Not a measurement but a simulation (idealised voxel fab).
Process module in this document: voxel capacitor over wiring
The width of the displayed cross-section, cut, is 165 nm; its cells are square, with a size of 5 nm.
A cross-section is written here as square cells arranged in a grid, and it is given in bands from the top down, each band taking up one or more rows of cells. Look at the band entry: it leads with the top's height and the bottom's height in nm. Then it lists the materials left to right, with a width in nm for each. The word "throughout" on a single material says that material fills the band edge to edge. The word "blank" is empty space. Height reference: 0 = level under which incoming wafer is all one material. Lowest band: no bottom, runs on downward, e.g. "top 0, no bottom". So if you see something like "30->40" for the width, read it as the top row of the band sitting at the first number and the bottom row at the second, with every row in between moving by the same amount as the last. Basically "changes: none" means that step didn't change any cell in the cross-section. Listed in "Closed cavity list": every empty space of 8 or more cells without an open way to the top. Form: width x height at distance, the distance being from the left edge, all in nm. On each step's line, the part that comes after the settings is the simulator's own comment on the step. The optional step-line setting "overlay nm" applies to steps with a mask and quantifies how far to the right of its planned location the mask lay, a negative value indicating leftward placement.
The steps planned for the process are as follows:
1) RECEIVE with material Si
2) CONFORMAL_DEP with material SiO2, thk nm 10
3) DIRECTIONAL_DEP with material TiN, thk nm 5
4) DIRECTIONAL_DEP with material W, thk nm 25
5) PATTERN with tone cover, mask id METAL_1, material resist, width nm 30, pitch nm 90, thk nm 20, overlay nm 0
6) DIRECTIONAL_ETCH with etch materials W, depth nm 25
7) DIRECTIONAL_ETCH with etch materials TiN, depth nm 5
8) STRIP with etch materials resist
9) FILL_DEP with material lowk, thk nm 10
10) CMP with height nm 40
11) CONFORMAL_DEP with material SiCN, thk nm 5
12) DIRECTIONAL_DEP with material lowk, thk nm 10
13) MASKED_ETCH with tone open, mask id PLUG_1, width nm 15, etch materials lowk, depth nm 10, overlay nm 0
14) MASKED_ETCH with tone open, mask id PLUG_1, width nm 15, etch materials SiCN, depth nm 5, overlay nm 0
15) CONFORMAL_DEP with material TiN, thk nm 5
16) FILL_DEP with material Ru, thk nm 5
17) CMP with height nm 55
18) DIRECTIONAL_DEP with material TiN, thk nm 10
19) DIRECTIONAL_DEP with material SiN, thk nm 5
20) DIRECTIONAL_DEP with material TiN, thk nm 10
21) DIRECTIONAL_DEP with material aC, thk nm 15
22) PATTERN with tone cover, mask id UPPER_PLATE, material resist, width nm 65, thk nm 35, overlay nm 0
23) DIRECTIONAL_ETCH with etch materials aC, depth nm 15
24) STRIP with etch materials resist
25) DIRECTIONAL_ETCH with etch materials TiN, depth nm 10
26) DIRECTIONAL_ETCH with etch materials SiN, depth nm 5
27) STRIP with etch materials aC
28) MASKED_ETCH with tone cover, mask id LOWER_PLATE, width nm 75, etch materials TiN, depth nm 10, overlay nm 0
29) FILL_DEP with material SiO2, thk nm 20
30) CMP with height nm 95
31) PATTERN with tone open, mask id PLUG_2, material resist, width nm 15, thk nm 20, overlay nm 0
32) DIRECTIONAL_ETCH with etch materials SiO2, depth nm 15
33) STRIP with etch materials resist
34) CONFORMAL_DEP with material TiN, thk nm 5
35) FILL_DEP with material Ru, thk nm 10
36) CMP with height nm 95
37) CONFORMAL_DEP with material SiN, thk nm 5
Of two wafers, the first: run according to plan:
Step 1 complete: cross-section of the wafer as received:
top 0, no bottom  Si throughout
Closed cavity list: none
Wafer section view after processing step 2:
top 10, bottom 0  SiO2 throughout
below 0: unchanged
Wafer section view after processing step 3:
top 15, bottom 10  TiN throughout
below 10: unchanged
Wafer section view after processing step 4:
top 40, bottom 15  W throughout
below 15: unchanged
Wafer section view after processing step 5:
top 60, bottom 40  blank (20) | resist (30) | blank (60) | resist (30) | blank (25)
below 40: unchanged
Wafer section view after processing step 6:
top 60, bottom 40  blank (20) | resist (30) | blank (60) | resist (30) | blank (25)
top 40, bottom 15  blank (20) | W (30) | blank (60) | W (30) | blank (25)
below 15: unchanged
Wafer section view after processing step 7:
top 60, bottom 40  blank (20) | resist (30) | blank (60) | resist (30) | blank (25)
top 40, bottom 15  blank (20) | W (30) | blank (60) | W (30) | blank (25)
top 15, bottom 10  blank (20) | TiN (30) | blank (60) | TiN (30) | blank (25)
below 10: unchanged
Wafer section view after processing step 8:
top 40, bottom 15  blank (20) | W (30) | blank (60) | W (30) | blank (25)
below 15: unchanged
Wafer section view after processing step 9:
top 50, bottom 40  lowk throughout
top 40, bottom 15  lowk (20) | W (30) | lowk (60) | W (30) | lowk (25)
top 15, bottom 10  lowk (20) | TiN (30) | lowk (60) | TiN (30) | lowk (25)
below 10: unchanged
Wafer section view after processing step 10:
top 40, bottom 15  lowk (20) | W (30) | lowk (60) | W (30) | lowk (25)
below 15: unchanged
Wafer section view after processing step 11:
top 45, bottom 40  SiCN throughout
below 40: unchanged
Wafer section view after processing step 12:
top 55, bottom 45  lowk throughout
below 45: unchanged
Wafer section view after processing step 13:
top 55, bottom 45  lowk (35) | blank (15) | lowk (115)
below 45: unchanged
Wafer section view after processing step 14:
top 55, bottom 45  lowk (35) | blank (15) | lowk (115)
top 45, bottom 40  SiCN (35) | blank (15) | SiCN (115)
below 40: unchanged
Wafer section view after processing step 15:
top 60, bottom 55  TiN (40) | blank (5) | TiN (120)
top 55, bottom 45  lowk (35) | TiN (5) | blank (5) | TiN (5) | lowk (115)
top 45, bottom 40  SiCN (35) | TiN (15) | SiCN (115)
below 40: unchanged
Wafer section view after processing step 16:
top 65, bottom 60  Ru throughout
top 60, bottom 55  TiN (40) | Ru (5) | TiN (120)
top 55, bottom 45  lowk (35) | TiN (5) | Ru (5) | TiN (5) | lowk (115)
below 45: unchanged
Wafer section view after processing step 17:
top 55, bottom 45  lowk (35) | TiN (5) | Ru (5) | TiN (5) | lowk (115)
below 45: unchanged
Wafer section view after processing step 18:
top 65, bottom 55  TiN throughout
below 55: unchanged
Wafer section view after processing step 19:
top 70, bottom 65  SiN throughout
below 65: unchanged
Wafer section view after processing step 20:
top 80, bottom 70  TiN throughout
below 70: unchanged
Wafer section view after processing step 21:
top 95, bottom 80  aC throughout
below 80: unchanged
Wafer section view after processing step 22:
top 130, bottom 95  blank (35) | resist (65) | blank (65)
below 95: unchanged
Wafer section view after processing step 23:
top 115, bottom 95  blank (35) | resist (65) | blank (65)
top 95, bottom 80  blank (35) | aC (65) | blank (65)
below 80: unchanged
Wafer section view after processing step 24:
top 95, bottom 80  blank (35) | aC (65) | blank (65)
below 80: unchanged
Wafer section view after processing step 25:
top 95, bottom 80  blank (35) | aC (65) | blank (65)
top 80, bottom 70  blank (35) | TiN (65) | blank (65)
below 70: unchanged
Wafer section view after processing step 26:
top 95, bottom 80  blank (35) | aC (65) | blank (65)
top 80, bottom 70  blank (35) | TiN (65) | blank (65)
top 70, bottom 65  blank (35) | SiN (65) | blank (65)
below 65: unchanged
Wafer section view after processing step 27:
top 80, bottom 70  blank (35) | TiN (65) | blank (65)
below 70: unchanged
Wafer section view after processing step 28:
top 80, bottom 70  blank (35) | TiN (65) | blank (65)
top 70, bottom 65  blank (35) | SiN (65) | blank (65)
top 65, bottom 55  blank (30) | TiN (75) | blank (60)
below 55: unchanged
Wafer section view after processing step 29:
top 100, bottom 80  SiO2 throughout
top 80, bottom 70  SiO2 (35) | TiN (65) | SiO2 (65)
top 70, bottom 65  SiO2 (35) | SiN (65) | SiO2 (65)
top 65, bottom 55  SiO2 (30) | TiN (75) | SiO2 (60)
below 55: unchanged
Wafer section view after processing step 30:
top 95, bottom 80  SiO2 throughout
below 80: unchanged
Wafer section view after processing step 31:
top 115, bottom 95  resist (45) | blank (15) | resist (105)
below 95: unchanged
Wafer section view after processing step 32:
top 115, bottom 95  resist (45) | blank (15) | resist (105)
top 95, bottom 80  SiO2 (45) | blank (15) | SiO2 (105)
below 80: unchanged
Wafer section view after processing step 33:
top 95, bottom 80  SiO2 (45) | blank (15) | SiO2 (105)
below 80: unchanged
Wafer section view after processing step 34:
top 100, bottom 95  TiN (50) | blank (5) | TiN (110)
top 95, bottom 85  SiO2 (45) | TiN (5) | blank (5) | TiN (5) | SiO2 (105)
top 85, bottom 80  SiO2 (45) | TiN (15) | SiO2 (105)
below 80: unchanged
Wafer section view after processing step 35:
top 110, bottom 100  Ru throughout
top 100, bottom 95  TiN (50) | Ru (5) | TiN (110)
top 95, bottom 85  SiO2 (45) | TiN (5) | Ru (5) | TiN (5) | SiO2 (105)
below 85: unchanged
Wafer section view after processing step 36:
top 95, bottom 85  SiO2 (45) | TiN (5) | Ru (5) | TiN (5) | SiO2 (105)
below 85: unchanged
Wafer section view after processing step 37:
top 100, bottom 95  SiN throughout
below 95: unchanged
Wafer two of two - same starting point, same process plan, one mistake in execution; matches wafer one up to and including step 3:
Cross-sectional view of the second wafer at the intended end time of process step 4:
top 40, bottom 15  lowk throughout
below 15: unchanged
Cross-sectional view of the second wafer at the intended end time of process step 5:
top 60, bottom 40  blank (20) | resist (30) | blank (60) | resist (30) | blank (25)
below 40: unchanged
Cross-sectional view of the second wafer at the intended end time of process step 6: changes: none
Cross-sectional view of the second wafer at the intended end time of process step 7: changes: none
Cross-sectional view of the second wafer at the intended end time of process step 8:
top 40, bottom 15  lowk throughout
below 15: unchanged
Cross-sectional view of the second wafer at the intended end time of process step 9:
top 50, bottom 15  lowk throughout
below 15: unchanged
Cross-sectional view of the second wafer at the intended end time of process step 10:
top 40, bottom 15  lowk throughout
below 15: unchanged
Cross-sectional view of the second wafer at the intended end time of process step 11:
top 45, bottom 40  SiCN throughout
below 40: unchanged
Cross-sectional view of the second wafer at the intended end time of process step 12:
top 55, bottom 45  lowk throughout
below 45: unchanged
Cross-sectional view of the second wafer at the intended end time of process step 13:
top 55, bottom 45  lowk (35) | blank (15) | lowk (115)
below 45: unchanged
Cross-sectional view of the second wafer at the intended end time of process step 14:
top 55, bottom 45  lowk (35) | blank (15) | lowk (115)
top 45, bottom 40  SiCN (35) | blank (15) | SiCN (115)
below 40: unchanged
Cross-sectional view of the second wafer at the intended end time of process step 15:
top 60, bottom 55  TiN (40) | blank (5) | TiN (120)
top 55, bottom 45  lowk (35) | TiN (5) | blank (5) | TiN (5) | lowk (115)
top 45, bottom 40  SiCN (35) | TiN (15) | SiCN (115)
below 40: unchanged
Cross-sectional view of the second wafer at the intended end time of process step 16:
top 65, bottom 60  Ru throughout
top 60, bottom 55  TiN (40) | Ru (5) | TiN (120)
top 55, bottom 45  lowk (35) | TiN (5) | Ru (5) | TiN (5) | lowk (115)
below 45: unchanged
Cross-sectional view of the second wafer at the intended end time of process step 17:
top 55, bottom 45  lowk (35) | TiN (5) | Ru (5) | TiN (5) | lowk (115)
below 45: unchanged
Cross-sectional view of the second wafer at the intended end time of process step 18:
top 65, bottom 55  TiN throughout
below 55: unchanged
Cross-sectional view of the second wafer at the intended end time of process step 19:
top 70, bottom 65  SiN throughout
below 65: unchanged
Cross-sectional view of the second wafer at the intended end time of process step 20:
top 80, bottom 70  TiN throughout
below 70: unchanged
Cross-sectional view of the second wafer at the intended end time of process step 21:
top 95, bottom 80  aC throughout
below 80: unchanged
Cross-sectional view of the second wafer at the intended end time of process step 22:
top 130, bottom 95  blank (35) | resist (65) | blank (65)
below 95: unchanged
Cross-sectional view of the second wafer at the intended end time of process step 23:
top 115, bottom 95  blank (35) | resist (65) | blank (65)
top 95, bottom 80  blank (35) | aC (65) | blank (65)
below 80: unchanged
Cross-sectional view of the second wafer at the intended end time of process step 24:
top 95, bottom 80  blank (35) | aC (65) | blank (65)
below 80: unchanged
Cross-sectional view of the second wafer at the intended end time of process step 25:
top 95, bottom 80  blank (35) | aC (65) | blank (65)
top 80, bottom 70  blank (35) | TiN (65) | blank (65)
below 70: unchanged
Cross-sectional view of the second wafer at the intended end time of process step 26:
top 95, bottom 80  blank (35) | aC (65) | blank (65)
top 80, bottom 70  blank (35) | TiN (65) | blank (65)
top 70, bottom 65  blank (35) | SiN (65) | blank (65)
below 65: unchanged
Cross-sectional view of the second wafer at the intended end time of process step 27:
top 80, bottom 70  blank (35) | TiN (65) | blank (65)
below 70: unchanged
Cross-sectional view of the second wafer at the intended end time of process step 28:
top 80, bottom 70  blank (35) | TiN (65) | blank (65)
top 70, bottom 65  blank (35) | SiN (65) | blank (65)
top 65, bottom 55  blank (30) | TiN (75) | blank (60)
below 55: unchanged
Cross-sectional view of the second wafer at the intended end time of process step 29:
top 100, bottom 80  SiO2 throughout
top 80, bottom 70  SiO2 (35) | TiN (65) | SiO2 (65)
top 70, bottom 65  SiO2 (35) | SiN (65) | SiO2 (65)
top 65, bottom 55  SiO2 (30) | TiN (75) | SiO2 (60)
below 55: unchanged
Cross-sectional view of the second wafer at the intended end time of process step 30:
top 95, bottom 80  SiO2 throughout
below 80: unchanged
Cross-sectional view of the second wafer at the intended end time of process step 31:
top 115, bottom 95  resist (45) | blank (15) | resist (105)
below 95: unchanged
Cross-sectional view of the second wafer at the intended end time of process step 32:
top 115, bottom 95  resist (45) | blank (15) | resist (105)
top 95, bottom 80  SiO2 (45) | blank (15) | SiO2 (105)
below 80: unchanged
Cross-sectional view of the second wafer at the intended end time of process step 33:
top 95, bottom 80  SiO2 (45) | blank (15) | SiO2 (105)
below 80: unchanged
Cross-sectional view of the second wafer at the intended end time of process step 34:
top 100, bottom 95  TiN (50) | blank (5) | TiN (110)
top 95, bottom 85  SiO2 (45) | TiN (5) | blank (5) | TiN (5) | SiO2 (105)
top 85, bottom 80  SiO2 (45) | TiN (15) | SiO2 (105)
below 80: unchanged
Cross-sectional view of the second wafer at the intended end time of process step 35:
top 110, bottom 100  Ru throughout
top 100, bottom 95  TiN (50) | Ru (5) | TiN (110)
top 95, bottom 85  SiO2 (45) | TiN (5) | Ru (5) | TiN (5) | SiO2 (105)
below 85: unchanged
Cross-sectional view of the second wafer at the intended end time of process step 36:
top 95, bottom 85  SiO2 (45) | TiN (5) | Ru (5) | TiN (5) | SiO2 (105)
below 85: unchanged
Cross-sectional view of the second wafer at the intended end time of process step 37:
top 100, bottom 95  SiN throughout
below 95: unchanged
Plan not followed: for step 4, the planned setting was not used; the step was instead run as DIRECTIONAL_DEP with material lowk, thk nm 25
Wrapping up, a cell-based count of both wafers puts the second over or under the first for these materials: TiN +21 | W -60 | lowk +39
